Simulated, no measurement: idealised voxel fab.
Title: Process Module voxel ribs on slabs
Square cells of 5 nm make up the cross-section cut, whose width is 260 nm.
Heads up, the way a cross-section reads in here is a grid of square cells, handed over as bands from the top down, with every band being one or more rows of cells. The band entry comprises the height of the band's top followed by the height of its bottom, expressed in nm, and subsequently the band's materials from left to right, each stated together with its width in nm. Where a single material is marked with the word "edge to edge", that material fills the band from edge to edge. The word "air" represents empty space. Below 0: as-received wafer, all one material; heights counted from there. Lowest band: no bottom, goes on down, written "top 0, no bottom". Top row gets the first number, bottom row gets the second, and each row in between changes by the same step: that is how a band width like "30..40" works. Take "left unchanged" at face value: in the step it is given for, the cross-section changed in none of its cells. The list in "Trapped voids" covers empty spaces of 8 cells or more that cannot reach the top through any open way, and it gives each as width x height at distance; the distance is from the left edge, and width, height and distance are in nm. Step line, after settings: the simulator's comment on this step. What "overlay nm" on a step's line means: if the step has a mask, that mask lay this far to the right of its planned place, or, when the value is negative, to the left.
### Listed below are the process steps as planned
- 1: RECEIVE | material Si
- 2: DIRECTIONAL_DEP | material SiO2 | thk nm 20
- 3: DIRECTIONAL_DEP | material SiN | thk nm 25
- 4: DIRECTIONAL_DEP | material aC | thk nm 10
- 5: PATTERN | tone cover | mask id RIB | material resist | width nm 20 | thk nm 25 | overlay nm 0
- 6: DIRECTIONAL_ETCH | etch materials aC | depth nm 10
- 7: STRIP | etch materials resist
- 8: DIRECTIONAL_ETCH | etch materials SiN | depth nm 5
- 9: STRIP | etch materials aC
- 10: MASKED_ETCH | tone cover | mask id SLAB | width nm 60 | etch materials SiN | depth nm 20 | overlay nm 0
- 11: FILL_DEP | material SiO2 | thk nm 15
- 12: CMP | height nm 55
- 13: DIRECTIONAL_DEP | material W | thk nm 5
- 14: PATTERN | tone cover | mask id HEATER | material resist | width nm 30 | thk nm 15 | overlay nm 0
- 15: DIRECTIONAL_ETCH | etch materials W | depth nm 5
- 16: STRIP | etch materials resist
- 17: CONFORMAL_DEP | material SiO2 | thk nm 10
### Wafer cross-section on receipt, i.e. after step 1
    top 0, no bottom = Si edge to edge
    Trapped voids: none
### First of two wafers at the end of the module, shown in cross-section; run carried out as planned
    top 70, bottom 65 = 105 nm air  50 nm SiO2  105 nm air
    top 65, bottom 60 = SiO2 edge to edge
    top 60, bottom 55 = 115 nm SiO2  30 nm W  115 nm SiO2
    top 55, bottom 45 = SiO2 edge to edge
    top 45, bottom 40 = 120 nm SiO2  20 nm SiN  120 nm SiO2
    top 40, bottom 20 = 100 nm SiO2  60 nm SiN  100 nm SiO2
    top 20, bottom 0 = SiO2 edge to edge
    top 0, no bottom = Si edge to edge
    Trapped voids: none
### Cross-section, second wafer: same start as the first, same plan as the first, one mistake in running it; taken at the end of the module
    top 70, bottom 65 = 105 nm air  50 nm SiO2  105 nm air
    top 65, bottom 60 = SiO2 edge to edge
    top 60, bottom 55 = 115 nm SiO2  30 nm W  115 nm SiO2
    top 55, bottom 45 = SiO2 edge to edge
    top 45, bottom 40 = 120 nm SiO2  20 nm SiN  120 nm SiO2
    top 40, bottom 20 = 95 nm SiO2  60 nm SiN  105 nm SiO2
    top 20, bottom 0 = SiO2 edge to edge
    top 0, no bottom = Si edge to edge
    Trapped voids: none
Where did the run depart from the plan? contrary to plan, step 10 was performed as MASKED_ETCH | tone cover | mask id SLAB | width nm 60 | etch materials SiN | depth nm 20 | overlay nm -5
Matching per-material cell counts, mismatched positions: that is how the second wafer compares with the first at the end.
